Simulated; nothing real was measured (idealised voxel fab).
The document below concerns the process module designated voxel capacitor over wiring.
Xsec cut, 150 nm wide, square cell size 5 nm.
In this document a cross-section is written as a grid of square cells. It is given as a series of bands, listed from the top down, and a band is one or more rows of cells.
Band: top height; bottom height; in nm. Then, left to right: material with width in nm, for each material. "everywhere": a single material spanning edge to edge. "empty": empty space.
It should be noted that heights are counted from 0, beneath which the wafer as supplied is of one material throughout, and that the lowest band possesses no lower boundary but continues downward, as written in "z 0 and below".
Width "30->40": first value at the band's top row of cells, second value at its bottom row, equal change from row to row.
Where a step carries "no modification", the cross-section came out of it unchanged, cell for cell.
"Sealed cavities" means: voids of 8 cells or more that are shut off from the top with no open way through. Written width x height at distance, distance from the left edge, in nm.
If you see something after the settings on a step's line, that's the simulator's own remark about that step.
overlay nm: on a step with a mask, how far right of its planned place the mask lay; negative means left.

Steps in the process plan
- 1: RECEIVE (material Si)
- 2: CONFORMAL_DEP (material SiO2; thk nm 15)
- 3: CONFORMAL_DEP (material SiN; thk nm 5)
- 4: DIRECTIONAL_DEP (material lowk; thk nm 20)
- 5: PATTERN (tone open; mask id METAL_1; material resist; width nm 25; pitch nm 90; thk nm 20; overlay nm 0)
- 6: DIRECTIONAL_ETCH (etch materials lowk; depth nm 20)
- 7: DIRECTIONAL_ETCH (etch materials SiN; depth nm 5)
- 8: STRIP (etch materials resist)
- 9: CONFORMAL_DEP (material TiN; thk nm 5)
- 10: FILL_DEP (material W; thk nm 5)
- 11: CMP (height nm 40)
- 12: CONFORMAL_DEP (material SiCN; thk nm 5)
- 13: DIRECTIONAL_DEP (material lowk; thk nm 20)
- 14: DIRECTIONAL_DEP (material aC; thk nm 15)
- 15: PATTERN (tone open; mask id PLUG_1; material resist; width nm 15; thk nm 35; overlay nm 0)
- 16: DIRECTIONAL_ETCH (etch materials aC; depth nm 15)
- 17: STRIP (etch materials resist)
- 18: DIRECTIONAL_ETCH (etch materials lowk; depth nm 20)
- 19: DIRECTIONAL_ETCH (etch materials SiCN; depth nm 5)
- 20: STRIP (etch materials aC)
- 21: EPI (material Ru; thk nm 10)
- 22: EPI (material Ru; thk nm 10)
- 23: EPI (material Ru; thk nm 5)
- 24: DIRECTIONAL_DEP (material TiN; thk nm 10)
- 25: DIRECTIONAL_DEP (material Al2O3; thk nm 5)
- 26: DIRECTIONAL_DEP (material TiN; thk nm 5)
- 27: PATTERN (tone cover; mask id UPPER_PLATE; material resist; width nm 70; thk nm 20; overlay nm 0)
- 28: DIRECTIONAL_ETCH (etch materials TiN; depth nm 5)
- 29: DIRECTIONAL_ETCH (etch materials Al2O3; depth nm 5)
- 30: STRIP (etch materials resist)
- 31: DIRECTIONAL_DEP (material aC; thk nm 10)
- 32: PATTERN (tone cover; mask id LOWER_PLATE; material resist; width nm 80; thk nm 25; overlay nm 0)
- 33: DIRECTIONAL_ETCH (etch materials aC; depth nm 10)
- 34: STRIP (etch materials resist)
- 35: DIRECTIONAL_ETCH (etch materials TiN; depth nm 10)
- 36: STRIP (etch materials aC)
- 37: FILL_DEP (material SiO2; thk nm 20)
- 38: CMP (height nm 100)
- 39: DIRECTIONAL_DEP (material aC; thk nm 15)
- 40: PATTERN (tone open; mask id PLUG_2; material resist; width nm 15; thk nm 30; overlay nm 0)
- 41: DIRECTIONAL_ETCH (etch materials aC; depth nm 15)
- 42: STRIP (etch materials resist)
- 43: DIRECTIONAL_ETCH (etch materials SiO2; depth nm 15)
- 44: STRIP (etch materials aC)
- 45: CONFORMAL_DEP (material TiN; thk nm 5)
- 46: FILL_DEP (material Cu; thk nm 10)
- 47: CMP (height nm 100)
- 48: CONFORMAL_DEP (material SiCN; thk nm 5)
Split variable: thk nm, step 3. Plan value = first wafer. Wafers start alike.

The first of several wafers in cross-section, exactly as it reached us after step 1
> z 0 and below | Si everywhere
> Sealed cavities: none

End of module, by wafer: material-by-material cell gain (+) or loss (-) since receipt, then closed voids
thk nm 5; +14 Al2O3; +2 Cu; +15 Ru; +57 SiCN; +20 SiN; +231 SiO2; +79 TiN; +24 W; +188 lowk; Sealed cavities: none
thk nm 10; +14 Al2O3; +2 Cu; +15 Ru; +57 SiCN; +50 SiN; +231 SiO2; +75 TiN; +18 W; +168 lowk; Sealed cavities: none
thk nm 15; +14 Al2O3; +2 Cu; +15 Ru; +57 SiCN; +80 SiN; +231 SiO2; +71 TiN; +12 W; +148 lowk; Sealed cavities: none
thk nm 20; +14 Al2O3; +2 Cu; +15 Ru; +57 SiCN; +110 SiN; +231 SiO2; +67 TiN; +6 W; +128 lowk; Sealed cavities: none
